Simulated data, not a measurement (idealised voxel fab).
voxel ribs on slabs: a process module
The figure presents cross-section cut, which has a width of 230 nm and is divided into square cells with an edge length of 5 nm.
Notation: cross-section as square-cell grid; stated in bands, top first, going down; one or more cell rows per band.
Quick guide to a band line: top height, bottom height (nm) up front; then every material left to right with its width in nm. Only one material and it's marked "everywhere"? Then it fills the band edge to edge. And "air" just means empty space.
Measure heights from 0. That's the level where, below it, the as-received wafer is all one material. The lowest band is bottomless and extends downward; write it as in "top 0, no bottom".
Width: "30 to 40" (first number = top row, second number = bottom row, same change from row to row of cells).
"remained unchanged" -> step changed no cross-section cell.
Empty spaces counting at least 8 cells and having no open way to the top are listed in "Voids, sealed". The notation width x height at distance is used for each, the distance being from the left edge and all three values in nm.
Heads up: the bit after the settings on a step's line is the simulator's remark on that step.
A step line may carry the setting "overlay nm", which, for steps involving a mask, states the distance by which the mask lay to the right of its intended position; negative values denote displacement to the left.
Reading key. Pairs: pre-step and post-step cross-section, one process step apart; post-step view only to lowest changed band. Step between + settings: beneath pair. Runs: pairs may be from different runs of this module, same starting wafer. Continuation from pair above: only where "Pre-process state" entry says.

[Pre-process state]
    top 0, no bottom: Si everywhere
    Voids, sealed: none

[Post-Step Section View]
    top 30, bottom 0: SiO2 everywhere
    Below 0, the layers are the same as they were.
    Voids, sealed: none
The transition between the preceding cross-sections is accomplished by DIRECTIONAL_DEP [material SiO2] [thk nm 30]

Pre-process state: as shown after the step in the preceding pair, directly above.

[Post-Step Section View]
    top 55, bottom 30: SiN everywhere
    Below 30, the layers are the same as they were.
    Voids, sealed: none
The transition between the preceding cross-sections is accomplished by DIRECTIONAL_DEP [material SiN] [thk nm 25]

Pre-process state: as shown after the step in the preceding pair, directly above.

[Post-Step Section View]
    top 65, bottom 55: aC everywhere
    Below 55, the layers are the same as they were.
    Voids, sealed: none
The transition between the preceding cross-sections is accomplished by DIRECTIONAL_DEP [material aC] [thk nm 10]

Pre-process state: as shown after the step in the preceding pair, directly above.

[Post-Step Section View]
    top 90, bottom 65: air: 100, then resist: 25, then air: 105
    Below 65, the layers are the same as they were.
    Voids, sealed: none
The transition between the preceding cross-sections is accomplished by PATTERN [tone cover] [mask id RIB] [material resist] [width nm 25] [thk nm 25] [overlay nm 0]

Pre-process state: as shown after the step in the preceding pair, directly above.

[Post-Step Section View]
    top 80, bottom 65: air: 100, then resist: 25, then air: 105
    top 65, bottom 55: air: 100, then aC: 25, then air: 105
    Below 55, the layers are the same as they were.
    Voids, sealed: none
The transition between the preceding cross-sections is accomplished by DIRECTIONAL_ETCH [etch materials aC] [depth nm 10]

Pre-process state: as shown after the step in the preceding pair, directly above.

[Post-Step Section View]
    top 65, bottom 55: air: 100, then aC: 25, then air: 105
    Below 55, the layers are the same as they were.
    Voids, sealed: none
The transition between the preceding cross-sections is accomplished by STRIP [etch materials resist]

Pre-process state: as shown after the step in the preceding pair, directly above.

[Post-Step Section View]
    top 65, bottom 55: air: 100, then aC: 25, then air: 105
    top 55, bottom 45: air: 100, then SiN: 25, then air: 105
    Below 45, the layers are the same as they were.
    Voids, sealed: none
The transition between the preceding cross-sections is accomplished by DIRECTIONAL_ETCH [etch materials SiN] [depth nm 10]

Pre-process state: as shown after the step in the preceding pair, directly above.

[Post-Step Section View]
    top 55, bottom 45: air: 100, then SiN: 25, then air: 105
    Below 45, the layers are the same as they were.
    Voids, sealed: none
The transition between the preceding cross-sections is accomplished by STRIP [etch materials aC]

Pre-process state: as shown after the step in the preceding pair, directly above.

[Post-Step Section View]
    top 70, bottom 60: air: 100, then aC: 25, then air: 105
    top 60, bottom 55: aC everywhere
    top 55, bottom 45: aC: 100, then SiN: 25, then aC: 105
    Below 45, the layers are the same as they were.
    Voids, sealed: none
The transition between the preceding cross-sections is accomplished by DIRECTIONAL_DEP [material aC] [thk nm 15]

Pre-process state: as shown after the step in the preceding pair, directly above.

[Post-Step Section View]
    top 100, bottom 70: air: 70, then resist: 85, then air: 75
    top 70, bottom 60: air: 70, then resist: 30, then aC: 25, then resist: 30, then air: 75
    Below 60, the layers are the same as they were.
    Voids, sealed: none
The transition between the preceding cross-sections is accomplished by PATTERN [tone cover] [mask id SLAB] [material resist] [width nm 85] [thk nm 30] [overlay nm 0]

Pre-process state: as shown after the step in the preceding pair, directly above.

[Post-Step Section View]
    top 85, bottom 70: air: 70, then resist: 85, then air: 75
    top 70, bottom 60: air: 70, then resist: 30, then aC: 25, then resist: 30, then air: 75
    top 60, bottom 55: air: 70, then aC: 85, then air: 75
    top 55, bottom 45: air: 70, then aC: 30, then SiN: 25, then aC: 30, then air: 75
    Below 45, the layers are the same as they were.
    Voids, sealed: none
The transition between the preceding cross-sections is accomplished by DIRECTIONAL_ETCH [etch materials aC] [depth nm 15]

Pre-process state: as shown after the step in the preceding pair, directly above.

[Post-Step Section View]
    top 70, bottom 60: air: 100, then aC: 25, then air: 105
    Below 60, the layers are the same as they were.
    Voids, sealed: none
The transition between the preceding cross-sections is accomplished by STRIP [etch materials resist]

Pre-process state: as shown after the step in the preceding pair, directly above.

[Post-Step Section View]
    top 70, bottom 60: air: 100, then aC: 25, then air: 105
    top 60, bottom 55: air: 70, then aC: 85, then air: 75
    top 55, bottom 45: air: 70, then aC: 30, then SiN: 25, then aC: 30, then air: 75
    top 45, bottom 30: air: 70, then SiN: 85, then air: 75
    Below 30, the layers are the same as they were.
    Voids, sealed: none
The transition between the preceding cross-sections is accomplished by DIRECTIONAL_ETCH [etch materials SiN] [depth nm 15]

Pre-process state: as shown after the step in the preceding pair, directly above.

[Post-Step Section View]
    top 55, bottom 45: air: 100, then SiN: 25, then air: 105
    Below 45, the layers are the same as they were.
    Voids, sealed: none
The transition between the preceding cross-sections is accomplished by STRIP [etch materials aC]

Pre-process state: as shown after the step in the preceding pair, directly above.

[Post-Step Section View]
    top 70, bottom 55: SiO2 everywhere
    top 55, bottom 45: SiO2: 100, then SiN: 25, then SiO2: 105
    top 45, bottom 30: SiO2: 70, then SiN: 85, then SiO2: 75
    Below 30, the layers are the same as they were.
    Voids, sealed: none
The transition between the preceding cross-sections is accomplished by FILL_DEP [material SiO2] [thk nm 15]

Pre-process state: as shown after the step in the preceding pair, directly above.

[Post-Step Section View]
    top 65, bottom 55: SiO2 everywhere
    Below 55, the layers are the same as they were.
    Voids, sealed: none
The transition between the preceding cross-sections is accomplished by CMP [height nm 65]

Pre-process state: as shown after the step in the preceding pair, directly above.

[Post-Step Section View]
    top 70, bottom 65: TiN everywhere
    Below 65, the layers are the same as they were.
    Voids, sealed: none
The transition between the preceding cross-sections is accomplished by DIRECTIONAL_DEP [material TiN] [thk nm 5]

Pre-process state: as shown after the step in the preceding pair, directly above.

[Post-Step Section View]
    top 90, bottom 70: air: 95, then resist: 35, then air: 100
    Below 70, the layers are the same as they were.
    Voids, sealed: none
The transition between the preceding cross-sections is accomplished by PATTERN [tone cover] [mask id HEATER] [material resist] [width nm 35] [thk nm 20] [overlay nm 0]

Pre-process state: as shown after the step in the preceding pair, directly above.

[Post-Step Section View]
    top 90, bottom 70: air: 95, then resist: 35, then air: 100
    top 70, bottom 65: air: 95, then TiN: 35, then air: 100
    Below 65, the layers are the same as they were.
    Voids, sealed: none
The transition between the preceding cross-sections is accomplished by DIRECTIONAL_ETCH [etch materials TiN] [depth nm 5]

Pre-process state: as shown after the step in the preceding pair, directly above.

[Post-Step Section View]
    top 70, bottom 65: air: 95, then TiN: 35, then air: 100
    Below 65, the layers are the same as they were.
    Voids, sealed: none
The transition between the preceding cross-sections is accomplished by STRIP [etch materials resist]

Pre-process state: as shown after the step in the preceding pair, directly above.

[Post-Step Section View]
    top 80, bottom 75: air: 85, then SiN: 55, then air: 90
    top 75, bottom 70: SiN everywhere
    top 70, bottom 65: SiN: 95, then TiN: 35, then SiN: 100
    Below 65, the layers are the same as they were.
    Voids, sealed: none
The transition between the preceding cross-sections is accomplished by CONFORMAL_DEP [material SiN] [thk nm 10]

[Pre-process state]
    top 30, bottom 0: SiO2 everywhere
    top 0, no bottom: Si everywhere
    Voids, sealed: none

[Post-Step Section View]
    top 60, bottom 0: SiO2 everywhere
    Below 0, the layers are the same as they were.
    Voids, sealed: none
The transition between the preceding cross-sections is accomplished by DIRECTIONAL_DEP [material SiO2] [thk nm 30]

Pre-process state: as shown after the step in the preceding pair, directly above.

[Post-Step Section View]
    top 85, bottom 60: SiN everywhere
    Below 60, the layers are the same as they were.
    Voids, sealed: none
The transition between the preceding cross-sections is accomplished by DIRECTIONAL_DEP [material SiN] [thk nm 25]

Pre-process state: as shown after the step in the preceding pair, directly above.

[Post-Step Section View]
    top 95, bottom 85: aC everywhere
    Below 85, the layers are the same as they were.
    Voids, sealed: none
The transition between the preceding cross-sections is accomplished by DIRECTIONAL_DEP [material aC] [thk nm 10]

Pre-process state: as shown after the step in the preceding pair, directly above.

[Post-Step Section View]
    top 120, bottom 95: air: 100, then resist: 25, then air: 105
    Below 95, the layers are the same as they were.
    Voids, sealed: none
The transition between the preceding cross-sections is accomplished by PATTERN [tone cover] [mask id RIB] [material resist] [width nm 25] [thk nm 25] [overlay nm 0]

Pre-process state: as shown after the step in the preceding pair, directly above.

[Post-Step Section View]
    top 110, bottom 95: air: 100, then resist: 25, then air: 105
    top 95, bottom 85: air: 100, then aC: 25, then air: 105
    Below 85, the layers are the same as they were.
    Voids, sealed: none
The transition between the preceding cross-sections is accomplished by DIRECTIONAL_ETCH [etch materials aC] [depth nm 10]

Pre-process state: as shown after the step in the preceding pair, directly above.

[Post-Step Section View]
    top 95, bottom 85: air: 100, then aC: 25, then air: 105
    Below 85, the layers are the same as they were.
    Voids, sealed: none
The transition between the preceding cross-sections is accomplished by STRIP [etch materials resist]

Pre-process state: as shown after the step in the preceding pair, directly above.

[Post-Step Section View]
    top 95, bottom 85: air: 100, then aC: 25, then air: 105
    top 85, bottom 75: air: 100, then SiN: 25, then air: 105
    Below 75, the layers are the same as they were.
    Voids, sealed: none
The transition between the preceding cross-sections is accomplished by DIRECTIONAL_ETCH [etch materials SiN] [depth nm 10]

Pre-process state: as shown after the step in the preceding pair, directly above.

[Post-Step Section View]
    top 85, bottom 75: air: 100, then SiN: 25, then air: 105
    Below 75, the layers are the same as they were.
    Voids, sealed: none
The transition between the preceding cross-sections is accomplished by STRIP [etch materials aC]

Pre-process state: as shown after the step in the preceding pair, directly above.

[Post-Step Section View]
    top 100, bottom 90: air: 100, then aC: 25, then air: 105
    top 90, bottom 85: aC everywhere
    top 85, bottom 75: aC: 100, then SiN: 25, then aC: 105
    Below 75, the layers are the same as they were.
    Voids, sealed: none
The transition between the preceding cross-sections is accomplished by DIRECTIONAL_DEP [material aC] [thk nm 15]

Pre-process state: as shown after the step in the preceding pair, directly above.

[Post-Step Section View]
    top 130, bottom 100: air: 70, then resist: 85, then air: 75
    top 100, bottom 90: air: 70, then resist: 30, then aC: 25, then resist: 30, then air: 75
    Below 90, the layers are the same as they were.
    Voids, sealed: none
The transition between the preceding cross-sections is accomplished by PATTERN [tone cover] [mask id SLAB] [material resist] [width nm 85] [thk nm 30] [overlay nm 0]

Pre-process state: as shown after the step in the preceding pair, directly above.

[Post-Step Section View]
    top 115, bottom 100: air: 70, then resist: 85, then air: 75
    top 100, bottom 90: air: 70, then resist: 30, then aC: 25, then resist: 30, then air: 75
    top 90, bottom 85: air: 70, then aC: 85, then air: 75
    top 85, bottom 75: air: 70, then aC: 30, then SiN: 25, then aC: 30, then air: 75
    Below 75, the layers are the same as they were.
    Voids, sealed: none
The transition between the preceding cross-sections is accomplished by DIRECTIONAL_ETCH [etch materials aC] [depth nm 15]

Pre-process state: as shown after the step in the preceding pair, directly above.

[Post-Step Section View]
    top 100, bottom 90: air: 100, then aC: 25, then air: 105
    Below 90, the layers are the same as they were.
    Voids, sealed: none
The transition between the preceding cross-sections is accomplished by STRIP [etch materials resist]

Pre-process state: as shown after the step in the preceding pair, directly above.

[Post-Step Section View]
    top 100, bottom 90: air: 100, then aC: 25, then air: 105
    top 90, bottom 85: air: 70, then aC: 85, then air: 75
    top 85, bottom 75: air: 70, then aC: 30, then SiN: 25, then aC: 30, then air: 75
    top 75, bottom 60: air: 70, then SiN: 85, then air: 75
    Below 60, the layers are the same as they were.
    Voids, sealed: none
The transition between the preceding cross-sections is accomplished by DIRECTIONAL_ETCH [etch materials SiN] [depth nm 15]

Pre-process state: as shown after the step in the preceding pair, directly above.

[Post-Step Section View]
    top 85, bottom 75: air: 100, then SiN: 25, then air: 105
    Below 75, the layers are the same as they were.
    Voids, sealed: none
The transition between the preceding cross-sections is accomplished by STRIP [etch materials aC]

Pre-process state: as shown after the step in the preceding pair, directly above.

[Post-Step Section View]
    top 100, bottom 85: SiO2 everywhere
    top 85, bottom 75: SiO2: 100, then SiN: 25, then SiO2: 105
    top 75, bottom 60: SiO2: 70, then SiN: 85, then SiO2: 75
    Below 60, the layers are the same as they were.
    Voids, sealed: none
The transition between the preceding cross-sections is accomplished by FILL_DEP [material SiO2] [thk nm 15]

Pre-process state: as shown after the step in the preceding pair, directly above.

[Post-Step Section View]
    top 65, bottom 60: SiO2: 70, then SiN: 85, then SiO2: 75
    Below 60, the layers are the same as they were.
    Voids, sealed: none
The transition between the preceding cross-sections is accomplished by CMP [height nm 65]

Pre-process state: as shown after the step in the preceding pair, directly above.

[Post-Step Section View]
    top 70, bottom 65: TiN everywhere
    Below 65, the layers are the same as they were.
    Voids, sealed: none
The transition between the preceding cross-sections is accomplished by DIRECTIONAL_DEP [material TiN] [thk nm 5]

Pre-process state: as shown after the step in the preceding pair, directly above.

[Post-Step Section View]
    top 90, bottom 70: air: 95, then resist: 35, then air: 100
    Below 70, the layers are the same as they were.
    Voids, sealed: none
The transition between the preceding cross-sections is accomplished by PATTERN [tone cover] [mask id HEATER] [material resist] [width nm 35] [thk nm 20] [overlay nm 0]

Pre-process state: as shown after the step in the preceding pair, directly above.

[Post-Step Section View]
    top 90, bottom 70: air: 95, then resist: 35, then air: 100
    top 70, bottom 65: air: 95, then TiN: 35, then air: 100
    Below 65, the layers are the same as they were.
    Voids, sealed: none
The transition between the preceding cross-sections is accomplished by DIRECTIONAL_ETCH [etch materials TiN] [depth nm 5]

Pre-process state: as shown after the step in the preceding pair, directly above.

[Post-Step Section View]
    top 70, bottom 65: air: 95, then TiN: 35, then air: 100
    Below 65, the layers are the same as they were.
    Voids, sealed: none
The transition between the preceding cross-sections is accomplished by STRIP [etch materials resist]

Pre-process state: as shown after the step in the preceding pair, directly above.

[Post-Step Section View]
    top 80, bottom 75: air: 85, then SiN: 55, then air: 90
    top 75, bottom 70: SiN everywhere
    top 70, bottom 65: SiN: 95, then TiN: 35, then SiN: 100
    Below 65, the layers are the same as they were.
    Voids, sealed: none
The transition between the preceding cross-sections is accomplished by CONFORMAL_DEP [material SiN] [thk nm 10]

[Pre-process state]
    top 0, no bottom: Si everywhere
    Voids, sealed: none

[Post-Step Section View]
    top 25, bottom 0: SiN everywhere
    Below 0, the layers are the same as they were.
    Voids, sealed: none
The transition between the preceding cross-sections is accomplished by DIRECTIONAL_DEP [material SiN] [thk nm 25]

Pre-process state: as shown after the step in the preceding pair, directly above.

[Post-Step Section View]
    top 55, bottom 25: SiO2 everywhere
    Below 25, the layers are the same as they were.
    Voids, sealed: none
The transition between the preceding cross-sections is accomplished by DIRECTIONAL_DEP [material SiO2] [thk nm 30]

Pre-process state: as shown after the step in the preceding pair, directly above.

[Post-Step Section View]
    top 65, bottom 55: aC everywhere
    Below 55, the layers are the same as they were.
    Voids, sealed: none
The transition between the preceding cross-sections is accomplished by DIRECTIONAL_DEP [material aC] [thk nm 10]

Pre-process state: as shown after the step in the preceding pair, directly above.

[Post-Step Section View]
    top 90, bottom 65: air: 100, then resist: 25, then air: 105
    Below 65, the layers are the same as they were.
    Voids, sealed: none
The transition between the preceding cross-sections is accomplished by PATTERN [tone cover] [mask id RIB] [material resist] [width nm 25] [thk nm 25] [overlay nm 0]

Pre-process state: as shown after the step in the preceding pair, directly above.

[Post-Step Section View]
    top 80, bottom 65: air: 100, then resist: 25, then air: 105
    top 65, bottom 55: air: 100, then aC: 25, then air: 105
    Below 55, the layers are the same as they were.
    Voids, sealed: none
The transition between the preceding cross-sections is accomplished by DIRECTIONAL_ETCH [etch materials aC] [depth nm 10]

Pre-process state: as shown after the step in the preceding pair, directly above.

[Post-Step Section View]
    top 65, bottom 55: air: 100, then aC: 25, then air: 105
    Below 55, the layers are the same as they were.
    Voids, sealed: none
The transition between the preceding cross-sections is accomplished by STRIP [etch materials resist]

Pre-process state: as shown after the step in the preceding pair, directly above.

[Post-Step Section View]
    top 55, bottom 25: SiO2 everywhere
    Below 25, the layers are the same as they were.
    Voids, sealed: none
The transition between the preceding cross-sections is accomplished by STRIP [etch materials aC]

Pre-process state: as shown after the step in the preceding pair, directly above.

[Post-Step Section View]
    top 70, bottom 55: aC everywhere
    Below 55, the layers are the same as they were.
    Voids, sealed: none
The transition between the preceding cross-sections is accomplished by DIRECTIONAL_DEP [material aC] [thk nm 15]

Pre-process state: as shown after the step in the preceding pair, directly above.

[Post-Step Section View]
    top 100, bottom 70: air: 70, then resist: 85, then air: 75
    Below 70, the layers are the same as they were.
    Voids, sealed: none
The transition between the preceding cross-sections is accomplished by PATTERN [tone cover] [mask id SLAB] [material resist] [width nm 85] [thk nm 30] [overlay nm 0]

Pre-process state: as shown after the step in the preceding pair, directly above.

[Post-Step Section View]
    top 85, bottom 70: air: 70, then resist: 85, then air: 75
    top 70, bottom 55: air: 70, then aC: 85, then air: 75
    Below 55, the layers are the same as they were.
    Voids, sealed: none
The transition between the preceding cross-sections is accomplished by DIRECTIONAL_ETCH [etch materials aC] [depth nm 15]

Pre-process state: as shown after the step in the preceding pair, directly above.

[Post-Step Section View]
    top 70, bottom 55: air: 70, then aC: 85, then air: 75
    Below 55, the layers are the same as they were.
    Voids, sealed: none
The transition between the preceding cross-sections is accomplished by STRIP [etch materials resist]

Pre-process state: as shown after the step in the preceding pair, directly above.

[Post-Step Section View]
    top 55, bottom 25: SiO2 everywhere
    Below 25, the layers are the same as they were.
    Voids, sealed: none
The transition between the preceding cross-sections is accomplished by STRIP [etch materials aC]

Pre-process state: as shown after the step in the preceding pair, directly above.

[Post-Step Section View]
    top 70, bottom 25: SiO2 everywhere
    Below 25, the layers are the same as they were.
    Voids, sealed: none
The transition between the preceding cross-sections is accomplished by FILL_DEP [material SiO2] [thk nm 15]

Pre-process state: as shown after the step in the preceding pair, directly above.

[Post-Step Section View]
    top 65, bottom 25: SiO2 everywhere
    Below 25, the layers are the same as they were.
    Voids, sealed: none
The transition between the preceding cross-sections is accomplished by CMP [height nm 65]

Pre-process state: as shown after the step in the preceding pair, directly above.

[Post-Step Section View]
    top 70, bottom 65: TiN everywhere
    Below 65, the layers are the same as they were.
    Voids, sealed: none
The transition between the preceding cross-sections is accomplished by DIRECTIONAL_DEP [material TiN] [thk nm 5]

Pre-process state: as shown after the step in the preceding pair, directly above.

[Post-Step Section View]
    top 90, bottom 70: air: 95, then resist: 35, then air: 100
    Below 70, the layers are the same as they were.
    Voids, sealed: none
The transition between the preceding cross-sections is accomplished by PATTERN [tone cover] [mask id HEATER] [material resist] [width nm 35] [thk nm 20] [overlay nm 0]

Pre-process state: as shown after the step in the preceding pair, directly above.

[Post-Step Section View]
    top 90, bottom 70: air: 95, then resist: 35, then air: 100
    top 70, bottom 65: air: 95, then TiN: 35, then air: 100
    Below 65, the layers are the same as they were.
    Voids, sealed: none
The transition between the preceding cross-sections is accomplished by DIRECTIONAL_ETCH [etch materials TiN] [depth nm 5]

Pre-process state: as shown after the step in the preceding pair, directly above.

[Post-Step Section View]
    top 70, bottom 65: air: 95, then TiN: 35, then air: 100
    Below 65, the layers are the same as they were.
    Voids, sealed: none
The transition between the preceding cross-sections is accomplished by STRIP [etch materials resist]

Pre-process state: as shown after the step in the preceding pair, directly above.

[Post-Step Section View]
    top 80, bottom 75: air: 85, then SiN: 55, then air: 90
    top 75, bottom 70: SiN everywhere
    top 70, bottom 65: SiN: 95, then TiN: 35, then SiN: 100
    Below 65, the layers are the same as they were.
    Voids, sealed: none
The transition between the preceding cross-sections is accomplished by CONFORMAL_DEP [material SiN] [thk nm 10]

[Pre-process state]
    top 65, bottom 55: air: 100, then aC: 25, then air: 105
    top 55, bottom 30: SiN everywhere
    top 30, bottom 0: SiO2 everywhere
    top 0, no bottom: Si everywhere
    Voids, sealed: none

[Post-Step Section View]
    top 65, bottom 55: air: 100, then aC: 25, then air: 105
    top 55, bottom 40: air: 100, then SiN: 25, then air: 105
    Below 40, the layers are the same as they were.
    Voids, sealed: none
The transition between the preceding cross-sections is accomplished by DIRECTIONAL_ETCH [etch materials SiN] [depth nm 15]

Pre-process state: as shown after the step in the preceding pair, directly above.

[Post-Step Section View]
    top 55, bottom 40: air: 100, then SiN: 25, then air: 105
    Below 40, the layers are the same as they were.
    Voids, sealed: none
The transition between the preceding cross-sections is accomplished by STRIP [etch materials aC]

Pre-process state: as shown after the step in the preceding pair, directly above.

[Post-Step Section View]
    top 70, bottom 55: air: 100, then aC: 25, then air: 105
    top 55, bottom 40: aC: 100, then SiN: 25, then aC: 105
    Below 40, the layers are the same as they were.
    Voids, sealed: none
The transition between the preceding cross-sections is accomplished by DIRECTIONAL_DEP [material aC] [thk nm 15]

Pre-process state: as shown after the step in the preceding pair, directly above.

[Post-Step Section View]
    top 100, bottom 70: air: 70, then resist: 85, then air: 75
    top 70, bottom 55: air: 70, then resist: 30, then aC: 25, then resist: 30, then air: 75
    Below 55, the layers are the same as they were.
    Voids, sealed: none
The transition between the preceding cross-sections is accomplished by PATTERN [tone cover] [mask id SLAB] [material resist] [width nm 85] [thk nm 30] [overlay nm 0]

Pre-process state: as shown after the step in the preceding pair, directly above.

[Post-Step Section View]
    top 85, bottom 70: air: 70, then resist: 85, then air: 75
    top 70, bottom 55: air: 70, then resist: 30, then aC: 25, then resist: 30, then air: 75
    top 55, bottom 40: air: 70, then aC: 30, then SiN: 25, then aC: 30, then air: 75
    Below 40, the layers are the same as they were.
    Voids, sealed: none
The transition between the preceding cross-sections is accomplished by DIRECTIONAL_ETCH [etch materials aC] [depth nm 15]

Pre-process state: as shown after the step in the preceding pair, directly above.

[Post-Step Section View]
    top 70, bottom 55: air: 100, then aC: 25, then air: 105
    Below 55, the layers are the same as they were.
    Voids, sealed: none
The transition between the preceding cross-sections is accomplished by STRIP [etch materials resist]

Pre-process state: as shown after the step in the preceding pair, directly above.

[Post-Step Section View]
    top 70, bottom 55: air: 100, then aC: 25, then air: 105
    top 55, bottom 40: air: 70, then aC: 30, then SiN: 25, then aC: 30, then air: 75
    top 40, bottom 30: air: 70, then SiN: 85, then air: 75
    Below 30, the layers are the same as they were.
    Voids, sealed: none
The transition between the preceding cross-sections is accomplished by DIRECTIONAL_ETCH [etch materials SiN] [depth nm 15]

Pre-process state: as shown after the step in the preceding pair, directly above.

[Post-Step Section View]
    top 55, bottom 40: air: 100, then SiN: 25, then air: 105
    Below 40, the layers are the same as they were.
    Voids, sealed: none
The transition between the preceding cross-sections is accomplished by STRIP [etch materials aC]

Pre-process state: as shown after the step in the preceding pair, directly above.

[Post-Step Section View]
    top 70, bottom 55: SiO2 everywhere
    top 55, bottom 40: SiO2: 100, then SiN: 25, then SiO2: 105
    top 40, bottom 30: SiO2: 70, then SiN: 85, then SiO2: 75
    Below 30, the layers are the same as they were.
    Voids, sealed: none
The transition between the preceding cross-sections is accomplished by FILL_DEP [material SiO2] [thk nm 15]

Pre-process state: as shown after the step in the preceding pair, directly above.

[Post-Step Section View]
    top 65, bottom 55: SiO2 everywhere
    Below 55, the layers are the same as they were.
    Voids, sealed: none
The transition between the preceding cross-sections is accomplished by CMP [height nm 65]

Pre-process state: as shown after the step in the preceding pair, directly above.

[Post-Step Section View]
    top 70, bottom 65: TiN everywhere
    Below 65, the layers are the same as they were.
    Voids, sealed: none
The transition between the preceding cross-sections is accomplished by DIRECTIONAL_DEP [material TiN] [thk nm 5]

Pre-process state: as shown after the step in the preceding pair, directly above.

[Post-Step Section View]
    top 90, bottom 70: air: 95, then resist: 35, then air: 100
    Below 70, the layers are the same as they were.
    Voids, sealed: none
The transition between the preceding cross-sections is accomplished by PATTERN [tone cover] [mask id HEATER] [material resist] [width nm 35] [thk nm 20] [overlay nm 0]

Pre-process state: as shown after the step in the preceding pair, directly above.

[Post-Step Section View]
    top 90, bottom 70: air: 95, then resist: 35, then air: 100
    top 70, bottom 65: air: 95, then TiN: 35, then air: 100
    Below 65, the layers are the same as they were.
    Voids, sealed: none
The transition between the preceding cross-sections is accomplished by DIRECTIONAL_ETCH [etch materials TiN] [depth nm 5]

Pre-process state: as shown after the step in the preceding pair, directly above.

[Post-Step Section View]
    top 70, bottom 65: air: 95, then TiN: 35, then air: 100
    Below 65, the layers are the same as they were.
    Voids, sealed: none
The transition between the preceding cross-sections is accomplished by STRIP [etch materials resist]

Pre-process state: as shown after the step in the preceding pair, directly above.

[Post-Step Section View]
    top 80, bottom 75: air: 85, then SiN: 55, then air: 90
    top 75, bottom 70: SiN everywhere
    top 70, bottom 65: SiN: 95, then TiN: 35, then SiN: 100
    Below 65, the layers are the same as they were.
    Voids, sealed: none
The transition between the preceding cross-sections is accomplished by CONFORMAL_DEP [material SiN] [thk nm 10]

[Pre-process state]
    top 65, bottom 55: aC everywhere
    top 55, bottom 30: SiN everywhere
    top 30, bottom 0: SiO2 everywhere
    top 0, no bottom: Si everywhere
    Voids, sealed: none

[Post-Step Section View]
    top 90, bottom 65: air: 105, then resist: 20, then air: 105
    Below 65, the layers are the same as they were.
    Voids, sealed: none
The transition between the preceding cross-sections is accomplished by PATTERN [tone cover] [mask id RIB] [material resist] [width nm 20] [thk nm 25] [overlay nm 0]

Pre-process state: as shown after the step in the preceding pair, directly above.

[Post-Step Section View]
    top 80, bottom 65: air: 105, then resist: 20, then air: 105
    top 65, bottom 55: air: 105, then aC: 20, then air: 105
    Below 55, the layers are the same as they were.
    Voids, sealed: none
The transition between the preceding cross-sections is accomplished by DIRECTIONAL_ETCH [etch materials aC] [depth nm 10]

Pre-process state: as shown after the step in the preceding pair, directly above.

[Post-Step Section View]
    top 65, bottom 55: air: 105, then aC: 20, then air: 105
    Below 55, the layers are the same as they were.
    Voids, sealed: none
The transition between the preceding cross-sections is accomplished by STRIP [etch materials resist]

Pre-process state: as shown after the step in the preceding pair, directly above.

[Post-Step Section View]
    top 65, bottom 55: air: 105, then aC: 20, then air: 105
    top 55, bottom 45: air: 105, then SiN: 20, then air: 105
    Below 45, the layers are the same as they were.
    Voids, sealed: none
The transition between the preceding cross-sections is accomplished by DIRECTIONAL_ETCH [etch materials SiN] [depth nm 10]

Pre-process state: as shown after the step in the preceding pair, directly above.

[Post-Step Section View]
    top 55, bottom 45: air: 105, then SiN: 20, then air: 105
    Below 45, the layers are the same as they were.
    Voids, sealed: none
The transition between the preceding cross-sections is accomplished by STRIP [etch materials aC]

Pre-process state: as shown after the step in the preceding pair, directly above.

[Post-Step Section View]
    top 70, bottom 60: air: 105, then aC: 20, then air: 105
    top 60, bottom 55: aC everywhere
    top 55, bottom 45: aC: 105, then SiN: 20, then aC: 105
    Below 45, the layers are the same as they were.
    Voids, sealed: none
The transition between the preceding cross-sections is accomplished by DIRECTIONAL_DEP [material aC] [thk nm 15]

Pre-process state: as shown after the step in the preceding pair, directly above.

[Post-Step Section View]
    top 100, bottom 70: air: 70, then resist: 85, then air: 75
    top 70, bottom 60: air: 70, then resist: 35, then aC: 20, then resist: 30, then air: 75
    Below 60, the layers are the same as they were.
    Voids, sealed: none
The transition between the preceding cross-sections is accomplished by PATTERN [tone cover] [mask id SLAB] [material resist] [width nm 85] [thk nm 30] [overlay nm 0]

Pre-process state: as shown after the step in the preceding pair, directly above.

[Post-Step Section View]
    top 85, bottom 70: air: 70, then resist: 85, then air: 75
    top 70, bottom 60: air: 70, then resist: 35, then aC: 20, then resist: 30, then air: 75
    top 60, bottom 55: air: 70, then aC: 85, then air: 75
    top 55, bottom 45: air: 70, then aC: 35, then SiN: 20, then aC: 30, then air: 75
    Below 45, the layers are the same as they were.
    Voids, sealed: none
The transition between the preceding cross-sections is accomplished by DIRECTIONAL_ETCH [etch materials aC] [depth nm 15]

Pre-process state: as shown after the step in the preceding pair, directly above.

[Post-Step Section View]
    top 70, bottom 60: air: 105, then aC: 20, then air: 105
    Below 60, the layers are the same as they were.
    Voids, sealed: none
The transition between the preceding cross-sections is accomplished by STRIP [etch materials resist]

Pre-process state: as shown after the step in the preceding pair, directly above.

[Post-Step Section View]
    top 70, bottom 60: air: 105, then aC: 20, then air: 105
    top 60, bottom 55: air: 70, then aC: 85, then air: 75
    top 55, bottom 45: air: 70, then aC: 35, then SiN: 20, then aC: 30, then air: 75
    top 45, bottom 30: air: 70, then SiN: 85, then air: 75
    Below 30, the layers are the same as they were.
    Voids, sealed: none
The transition between the preceding cross-sections is accomplished by DIRECTIONAL_ETCH [etch materials SiN] [depth nm 15]

Pre-process state: as shown after the step in the preceding pair, directly above.

[Post-Step Section View]
    top 55, bottom 45: air: 105, then SiN: 20, then air: 105
    Below 45, the layers are the same as they were.
    Voids, sealed: none
The transition between the preceding cross-sections is accomplished by STRIP [etch materials aC]

Pre-process state: as shown after the step in the preceding pair, directly above.

[Post-Step Section View]
    top 70, bottom 55: SiO2 everywhere
    top 55, bottom 45: SiO2: 105, then SiN: 20, then SiO2: 105
    top 45, bottom 30: SiO2: 70, then SiN: 85, then SiO2: 75
    Below 30, the layers are the same as they were.
    Voids, sealed: none
The transition between the preceding cross-sections is accomplished by FILL_DEP [material SiO2] [thk nm 15]

Pre-process state: as shown after the step in the preceding pair, directly above.

[Post-Step Section View]
    top 65, bottom 55: SiO2 everywhere
    Below 55, the layers are the same as they were.
    Voids, sealed: none
The transition between the preceding cross-sections is accomplished by CMP [height nm 65]

Pre-process state: as shown after the step in the preceding pair, directly above.

[Post-Step Section View]
    top 70, bottom 65: TiN everywhere
    Below 65, the layers are the same as they were.
    Voids, sealed: none
The transition between the preceding cross-sections is accomplished by DIRECTIONAL_DEP [material TiN] [thk nm 5]
